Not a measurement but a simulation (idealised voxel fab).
Herein follows the process module entitled voxel capacitor over wiring.
Shown is cross-section cut, with a width of 270 nm and square cells of size 5 nm.
A cross-section is a grid of square cells, given in bands from the top down. A band is one or more rows of cells.
The band entry comprises the height of the band's top followed by the height of its bottom, expressed in nm, and subsequently the band's materials from left to right, each stated together with its width in nm. Where a single material is marked with the word "all across", that material fills the band from edge to edge. The word "air" represents empty space.
Counting heights begins at 0, where everything beneath is, in the wafer as received, one material. The lowest band has no bottom; it goes on downwards, as "0 -> down" shows.
A width such as "30->40" changes by the same amount from each row of cells to the next, from the band's top row to its bottom row.
Step marked "nothing got changed"? Then no cell in the cross-section changed in it.
Entry "Sealed void list". Content: empty spaces with no open connection to the top, size 8 cells or greater. Each: width x height at distance. Distance: from left edge. Unit: nm.
Note: text after step settings on the step line = simulator remark on that step.
"overlay nm" on a masked step: distance the mask lay right of its planned place, negative for left.

## Process steps (planned)
| 1 | RECEIVE,material Si |
| 2 | CONFORMAL_DEP,material SiO2,thk nm 15 |
| 3 | CONFORMAL_DEP,material SiN,thk nm 5 |
| 4 | DIRECTIONAL_DEP,material SiO2,thk nm 20 |
| 5 | DIRECTIONAL_DEP,material aC,thk nm 15 |
| 6 | PATTERN,tone open,mask id METAL_1,material resist,width nm 30,pitch nm 80,thk nm 35,overlay nm 0 |
| 7 | DIRECTIONAL_ETCH,etch materials aC,depth nm 15 |
| 8 | STRIP,etch materials resist |
| 9 | DIRECTIONAL_ETCH,etch materials SiO2,depth nm 20 |
| 10 | DIRECTIONAL_ETCH,etch materials SiN,depth nm 5 |
| 11 | STRIP,etch materials aC |
| 12 | CONFORMAL_DEP,material TiN,thk nm 5 |
| 13 | FILL_DEP,material Cu,thk nm 5 |
| 14 | CMP,height nm 40 |
| 15 | CONFORMAL_DEP,material SiCN,thk nm 5 |
| 16 | DIRECTIONAL_DEP,material lowk,thk nm 20 |
| 17 | MASKED_ETCH,tone open,mask id PLUG_1,width nm 15,etch materials lowk,depth nm 20,overlay nm 0 |
| 18 | MASKED_ETCH,tone open,mask id PLUG_1,width nm 15,etch materials SiCN,depth nm 5,overlay nm 0 |
| 19 | CONFORMAL_DEP,material TiN,thk nm 5 |
| 20 | FILL_DEP,material Cu,thk nm 5 |
| 21 | CMP,height nm 65 |
| 22 | DIRECTIONAL_DEP,material TiN,thk nm 10 |
| 23 | DIRECTIONAL_DEP,material HfO2,thk nm 5 |
| 24 | DIRECTIONAL_DEP,material TiN,thk nm 5 |
| 25 | PATTERN,tone cover,mask id UPPER_PLATE,material resist,width nm 45,thk nm 15,overlay nm 0 |
| 26 | DIRECTIONAL_ETCH,etch materials TiN,depth nm 5 |
| 27 | DIRECTIONAL_ETCH,etch materials HfO2,depth nm 5 |
| 28 | STRIP,etch materials resist |
| 29 | DIRECTIONAL_DEP,material aC,thk nm 10 |
| 30 | PATTERN,tone cover,mask id LOWER_PLATE,material resist,width nm 65,thk nm 25,overlay nm 0 |
| 31 | DIRECTIONAL_ETCH,etch materials aC,depth nm 10 |
| 32 | STRIP,etch materials resist |
| 33 | DIRECTIONAL_ETCH,etch materials TiN,depth nm 10 |
| 34 | STRIP,etch materials aC |
| 35 | FILL_DEP,material SiO2,thk nm 15 |
| 36 | CMP,height nm 95 |
| 37 | DIRECTIONAL_DEP,material aC,thk nm 10 |
| 38 | PATTERN,tone open,mask id PLUG_2,material resist,width nm 15,thk nm 30,overlay nm 0 |
| 39 | DIRECTIONAL_ETCH,etch materials aC,depth nm 10 |
| 40 | STRIP,etch materials resist |
| 41 | DIRECTIONAL_ETCH,etch materials SiO2,depth nm 10 |
| 42 | STRIP,etch materials aC |
| 43 | CONFORMAL_DEP,material TiN,thk nm 5 |
| 44 | FILL_DEP,material Ru,thk nm 5 |
| 45 | CMP,height nm 95 |
| 46 | CONFORMAL_DEP,material SiN,thk nm 5 |
varied across the wafers: width nm of step 25. The plan shows the first wafer's value. All wafers start alike

## So this is the first of several wafers, cross-sectioned as it came to us, meaning it's at the end of step 1
- 0 -> down | Si all across
- Sealed void list: none

## Cross-section, first of several wafers, end of module, after last step 46
- 100 -> 95 | SiN all across
- 95 -> 90 | SiO2 105 nm, then TiN 5 nm, then Ru 5 nm, then TiN 5 nm, then SiO2 150 nm
- 90 -> 80 | SiO2 105->100 nm, then TiN 15->45 nm, then SiO2 150->125 nm
- 80 -> 75 | SiO2 100 nm, then HfO2 45 nm, then SiO2 125 nm
- 75 -> 65 | SiO2 90 nm, then TiN 65 nm, then SiO2 115 nm
- 65 -> 45 | lowk 95 nm, then TiN 5 nm, then Cu 5 nm, then TiN 5 nm, then lowk 160 nm
- 45 -> 40 | SiCN 95 nm, then TiN 15 nm, then SiCN 160 nm
- 40 -> 20 | SiO2 80 nm, then TiN 5 nm, then Cu 20 nm, then TiN 5 nm, then SiO2 50 nm, then TiN 5 nm, then Cu 20 nm, then TiN 5 nm, then SiO2 80 nm
- 20 -> 15 | SiN 80 nm, then TiN 30 nm, then SiN 50 nm, then TiN 30 nm, then SiN 80 nm
- 15 -> 0 | SiO2 all across
- 0 -> down | Si all across
- Sealed void list: none

## Cross-section, last wafer, module completion
- 100 -> 95 | SiN all across
- 95 -> 90 | SiO2 105 nm, then TiN 5 nm, then Ru 5 nm, then TiN 5 nm, then SiO2 150 nm
- 90 -> 80 | SiO2 105->90 nm, then TiN 15->65 nm, then SiO2 150->115 nm
- 80 -> 75 | SiO2 90 nm, then HfO2 70 nm, then SiO2 110 nm
- 75 -> 65 | SiO2 90 nm, then TiN 70 nm, then SiO2 110 nm
- 65 -> 45 | lowk 95 nm, then TiN 5 nm, then Cu 5 nm, then TiN 5 nm, then lowk 160 nm
- 45 -> 40 | SiCN 95 nm, then TiN 15 nm, then SiCN 160 nm
- 40 -> 20 | SiO2 80 nm, then TiN 5 nm, then Cu 20 nm, then TiN 5 nm, then SiO2 50 nm, then TiN 5 nm, then Cu 20 nm, then TiN 5 nm, then SiO2 80 nm
- 20 -> 15 | SiN 80 nm, then TiN 30 nm, then SiN 50 nm, then TiN 30 nm, then SiN 80 nm
- 15 -> 0 | SiO2 all across
- 0 -> down | Si all across
- Sealed void list: none

## Wafer rows, end of module: cells per material gained (+) or lost (-) since receipt; closed voids last
width nm 45 | +36 Cu | +9 HfO2 | +1 Ru | +51 SiCN | +96 SiN | +604 SiO2 | +79 TiN | +204 lowk | Sealed void list: none
width nm 50 | +36 Cu | +10 HfO2 | +1 Ru | +51 SiCN | +96 SiN | +602 SiO2 | +80 TiN | +204 lowk | Sealed void list: none
width nm 55 | +36 Cu | +11 HfO2 | +1 Ru | +51 SiCN | +96 SiN | +600 SiO2 | +81 TiN | +204 lowk | Sealed void list: none
width nm 60 | +36 Cu | +12 HfO2 | +1 Ru | +51 SiCN | +96 SiN | +598 SiO2 | +82 TiN | +204 lowk | Sealed void list: none
width nm 65 | +36 Cu | +13 HfO2 | +1 Ru | +51 SiCN | +96 SiN | +596 SiO2 | +83 TiN | +204 lowk | Sealed void list: none
width nm 70 | +36 Cu | +14 HfO2 | +1 Ru | +51 SiCN | +96 SiN | +593 SiO2 | +85 TiN | +204 lowk | Sealed void list: none
